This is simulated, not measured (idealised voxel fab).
This section sets out a process module, namely voxel lift off.
Displayed cross-section: cut, width of 160 nm, square cells sized 5 nm.
This document writes a cross-section as a grid whose cells are square, and gives it as bands, listed from the top down; one or more rows of cells form a band.
Each band's line starts with the height of the band's top and of its bottom, in nm. Then come its materials from left to right, each with its width in nm. One material with "all across" fills the band from edge to edge. "empty" is empty space.
Measure heights from 0. That's the level where, below it, the as-received wafer is all one material. The lowest band is bottomless and extends downward; write it as in "0 nm and below".
Width "30->40": first value at the band's top row of cells, second value at its bottom row, equal change from row to row.
A step reported as "no modification" is a step in which no cell of the cross-section changed.
In the "Sealed voids" entry, you get each enclosed empty space of 8 cells or more, one with no open way to the top, written width x height at distance, distance from the left edge, in nm.
On each step's line, the part that comes after the settings is the simulator's own comment on the step.
"overlay nm" answers the question of how far to the right of plan the mask lay on a step that has a mask, and when it is negative the answer is to the left.
Heads up before you read on: it's before/after pairs around one process step each, after side only down to the lowest band that changed, step plus settings under the pair. Pairs can be from different runs of this module, same starting wafer, so only chain a pair onto the one above if its "Preceding state" entry says so.
Preceding state
* 0 nm and below | Si all across
* Sealed voids: none
Structure After Step
* 5 nm to 0 nm | SiO2 all across
* Note: structure below 0 unchanged.
* Sealed voids: none
The two cross-sections above are separated by a single process step, namely op CONFORMAL_DEP | material SiO2 | thk nm 5
Preceding state: Reference is made to the cross-section shown after the step in the pair directly above, which represents the state prior to this step.
Structure After Step
* 25 nm to 5 nm | 55 nm resist | 15 nm empty | 15 nm resist | 15 nm empty | 60 nm resist
* Note: structure below 5 unchanged.
* Sealed voids: none
The two cross-sections above are separated by a single process step, namely op PATTERN | tone open | mask id LINES | material resist | width nm 15 | pitch nm 30 | thk nm 20 | overlay nm 0
Preceding state: Reference is made to the cross-section shown after the step in the pair directly above, which represents the state prior to this step.
Structure After Step
* 35 nm to 25 nm | 55 nm Ru | 15 nm empty | 15 nm Ru | 15 nm empty | 60 nm Ru
* 25 nm to 15 nm | 55 nm resist | 15 nm empty | 15 nm resist | 15 nm empty | 60 nm resist
* 15 nm to 5 nm | 55 nm resist | 15 nm Ru | 15 nm resist | 15 nm Ru | 60 nm resist
* Note: structure below 5 unchanged.
* Sealed voids: none
The two cross-sections above are separated by a single process step, namely op DIRECTIONAL_DEP | material Ru | thk nm 10
Preceding state: Reference is made to the cross-section shown after the step in the pair directly above, which represents the state prior to this step.
Structure After Step
* 15 nm to 5 nm | 55 nm empty | 15 nm Ru | 15 nm empty | 15 nm Ru | 60 nm empty
* Note: structure below 5 unchanged.
* Sealed voids: none
The two cross-sections above are separated by a single process step, namely op STRIP | etch materials resist
Preceding state: Reference is made to the cross-section shown after the step in the pair directly above, which represents the state prior to this step.
Structure After Step
* 25 nm to 15 nm | 45 nm empty | 65 nm SiO2 | 50 nm empty
* 15 nm to 5 nm | 55 nm SiO2 | 15 nm Ru | 15 nm SiO2 | 15 nm Ru | 60 nm SiO2
* Note: structure below 5 unchanged.
* Sealed voids: none
The two cross-sections above are separated by a single process step, namely op CONFORMAL_DEP | material SiO2 | thk nm 10
Preceding state
* 0 nm and below | Si all across
* Sealed voids: none
Structure After Step
* 20 nm to 0 nm | 55 nm resist | 15 nm empty | 15 nm resist | 15 nm empty | 60 nm resist
* Note: structure below 0 unchanged.
* Sealed voids: none
The two cross-sections above are separated by a single process step, namely op PATTERN | tone open | mask id LINES | material resist | width nm 15 | pitch nm 30 | thk nm 20 | overlay nm 0
Preceding state: Reference is made to the cross-section shown after the step in the pair directly above, which represents the state prior to this step.
Structure After Step
* 30 nm to 20 nm | 55 nm Ru | 15 nm empty | 15 nm Ru | 15 nm empty | 60 nm Ru
* 20 nm to 10 nm | 55 nm resist | 15 nm empty | 15 nm resist | 15 nm empty | 60 nm resist
* 10 nm to 0 nm | 55 nm resist | 15 nm Ru | 15 nm resist | 15 nm Ru | 60 nm resist
* Note: structure below 0 unchanged.
* Sealed voids: none
The two cross-sections above are separated by a single process step, namely op DIRECTIONAL_DEP | material Ru | thk nm 10
Preceding state: Reference is made to the cross-section shown after the step in the pair directly above, which represents the state prior to this step.
Structure After Step
* 10 nm to 0 nm | 55 nm empty | 15 nm Ru | 15 nm empty | 15 nm Ru | 60 nm empty
* Note: structure below 0 unchanged.
* Sealed voids: none
The two cross-sections above are separated by a single process step, namely op STRIP | etch materials resist
Preceding state: Reference is made to the cross-section shown after the step in the pair directly above, which represents the state prior to this step.
Structure After Step
* 20 nm to 10 nm | 45 nm empty | 65 nm SiO2 | 50 nm empty
* 10 nm to 0 nm | 55 nm SiO2 | 15 nm Ru | 15 nm SiO2 | 15 nm Ru | 60 nm SiO2
* Note: structure below 0 unchanged.
* Sealed voids: none
The two cross-sections above are separated by a single process step, namely op CONFORMAL_DEP | material SiO2 | thk nm 10
Preceding state
* 25 nm to 5 nm | 55 nm resist | 15 nm empty | 15 nm resist | 15 nm empty | 60 nm resist
* 5 nm to 0 nm | SiO2 all across
* 0 nm and below | Si all across
* Sealed voids: none
Structure After Step
* 30 nm to 25 nm | 55 nm Ru | 15 nm empty | 15 nm Ru | 15 nm empty | 60 nm Ru
* 25 nm to 10 nm | 55 nm resist | 15 nm empty | 15 nm resist | 15 nm empty | 60 nm resist
* 10 nm to 5 nm | 55 nm resist | 15 nm Ru | 15 nm resist | 15 nm Ru | 60 nm resist
* Note: structure below 5 unchanged.
* Sealed voids: none
The two cross-sections above are separated by a single process step, namely op DIRECTIONAL_DEP | material Ru | thk nm 5
Preceding state: Reference is made to the cross-section shown after the step in the pair directly above, which represents the state prior to this step.
Structure After Step
* 10 nm to 5 nm | 55 nm empty | 15 nm Ru | 15 nm empty | 15 nm Ru | 60 nm empty
* Note: structure below 5 unchanged.
* Sealed voids: none
The two cross-sections above are separated by a single process step, namely op STRIP | etch materials resist
Preceding state: Reference is made to the cross-section shown after the step in the pair directly above, which represents the state prior to this step.
Structure After Step
* 20 nm to 15 nm | 45 nm empty | 65 nm SiO2 | 50 nm empty
* 15 nm to 10 nm | SiO2 all across
* 10 nm to 5 nm | 55 nm SiO2 | 15 nm Ru | 15 nm SiO2 | 15 nm Ru | 60 nm SiO2
* Note: structure below 5 unchanged.
* Sealed voids: none
The two cross-sections above are separated by a single process step, namely op CONFORMAL_DEP | material SiO2 | thk nm 10
Preceding state
* 5 nm to 0 nm | SiO2 all across
* 0 nm and below | Si all across
* Sealed voids: none
Structure After Step
* 25 nm to 5 nm | 45 nm resist | 15 nm empty | 15 nm resist | 15 nm empty | 70 nm resist
* Note: structure below 5 unchanged.
* Sealed voids: none
The two cross-sections above are separated by a single process step, namely op PATTERN | tone open | mask id LINES | material resist | width nm 15 | pitch nm 30 | thk nm 20 | overlay nm -10
Preceding state: Reference is made to the cross-section shown after the step in the pair directly above, which represents the state prior to this step.
Structure After Step
* 35 nm to 25 nm | 45 nm Ru | 15 nm empty | 15 nm Ru | 15 nm empty | 70 nm Ru
* 25 nm to 15 nm | 45 nm resist | 15 nm empty | 15 nm resist | 15 nm empty | 70 nm resist
* 15 nm to 5 nm | 45 nm resist | 15 nm Ru | 15 nm resist | 15 nm Ru | 70 nm resist
* Note: structure below 5 unchanged.
* Sealed voids: none
The two cross-sections above are separated by a single process step, namely op DIRECTIONAL_DEP | material Ru | thk nm 10
Preceding state: Reference is made to the cross-section shown after the step in the pair directly above, which represents the state prior to this step.
Structure After Step
* 15 nm to 5 nm | 45 nm empty | 15 nm Ru | 15 nm empty | 15 nm Ru | 70 nm empty
* Note: structure below 5 unchanged.
* Sealed voids: none
The two cross-sections above are separated by a single process step, namely op STRIP | etch materials resist
Preceding state: Reference is made to the cross-section shown after the step in the pair directly above, which represents the state prior to this step.
Structure After Step
* 25 nm to 15 nm | 35 nm empty | 65 nm SiO2 | 60 nm empty
* 15 nm to 5 nm | 45 nm SiO2 | 15 nm Ru | 15 nm SiO2 | 15 nm Ru | 70 nm SiO2
* Note: structure below 5 unchanged.
* Sealed voids: none
The two cross-sections above are separated by a single process step, namely op CONFORMAL_DEP | material SiO2 | thk nm 10
Preceding state
* 25 nm to 5 nm | 55 nm resist | 15 nm empty | 15 nm resist | 15 nm empty | 60 nm resist
* 5 nm to 0 nm | SiO2 all across
* 0 nm and below | Si all across
* Sealed voids: none
Structure After Step
* 35 nm to 25 nm | 55 nm SiO2 | 15 nm empty | 15 nm SiO2 | 15 nm empty | 60 nm SiO2
* 25 nm to 15 nm | 55 nm resist | 15 nm empty | 15 nm resist | 15 nm empty | 60 nm resist
* 15 nm to 5 nm | 55 nm resist | 15 nm SiO2 | 15 nm resist | 15 nm SiO2 | 60 nm resist
* Note: structure below 5 unchanged.
* Sealed voids: none
The two cross-sections above are separated by a single process step, namely op DIRECTIONAL_DEP | material SiO2 | thk nm 10
Preceding state: Reference is made to the cross-section shown after the step in the pair directly above, which represents the state prior to this step.
Structure After Step
* 15 nm to 5 nm | 55 nm empty | 15 nm SiO2 | 15 nm empty | 15 nm SiO2 | 60 nm empty
* Note: structure below 5 unchanged.
* Sealed voids: none
The two cross-sections above are separated by a single process step, namely op STRIP | etch materials resist
Preceding state: Reference is made to the cross-section shown after the step in the pair directly above, which represents the state prior to this step.
Structure After Step
* 25 nm to 15 nm | 45 nm empty | 65 nm SiO2 | 50 nm empty
* 15 nm to 0 nm | SiO2 all across
* Note: structure below 0 unchanged.
* Sealed voids: none
The two cross-sections above are separated by a single process step, namely op CONFORMAL_DEP | material SiO2 | thk nm 10
Preceding state
* 5 nm to 0 nm | SiO2 all across
* 0 nm and below | Si all across
* Sealed voids: none
Structure After Step
* 25 nm to 5 nm | 55 nm empty | 15 nm resist | 15 nm empty | 15 nm resist | 60 nm empty
* Note: structure below 5 unchanged.
* Sealed voids: none
The two cross-sections above are separated by a single process step, namely op PATTERN | tone cover | mask id LINES | material resist | width nm 15 | pitch nm 30 | thk nm 20 | overlay nm 0
Preceding state: Reference is made to the cross-section shown after the step in the pair directly above, which represents the state prior to this step.
Structure After Step
* 35 nm to 25 nm | 55 nm empty | 15 nm Ru | 15 nm empty | 15 nm Ru | 60 nm empty
* 25 nm to 15 nm | 55 nm empty | 15 nm resist | 15 nm empty | 15 nm resist | 60 nm empty
* 15 nm to 5 nm | 55 nm Ru | 15 nm resist | 15 nm Ru | 15 nm resist | 60 nm Ru
* Note: structure below 5 unchanged.
* Sealed voids: none
The two cross-sections above are separated by a single process step, namely op DIRECTIONAL_DEP | material Ru | thk nm 10
Preceding state: Reference is made to the cross-section shown after the step in the pair directly above, which represents the state prior to this step.
Structure After Step
* 15 nm to 5 nm | 55 nm Ru | 15 nm empty | 15 nm Ru | 15 nm empty | 60 nm Ru
* Note: structure below 5 unchanged.
* Sealed voids: none
The two cross-sections above are separated by a single process step, namely op STRIP | etch materials resist
Preceding state: Reference is made to the cross-section shown after the step in the pair directly above, which represents the state prior to this step.
Structure After Step
* 25 nm to 15 nm | SiO2 all across
* 15 nm to 5 nm | 55 nm Ru | 15 nm SiO2 | 15 nm Ru | 15 nm SiO2 | 60 nm Ru
* Note: structure below 5 unchanged.
* Sealed voids: none
The two cross-sections above are separated by a single process step, namely op CONFORMAL_DEP | material SiO2 | thk nm 10
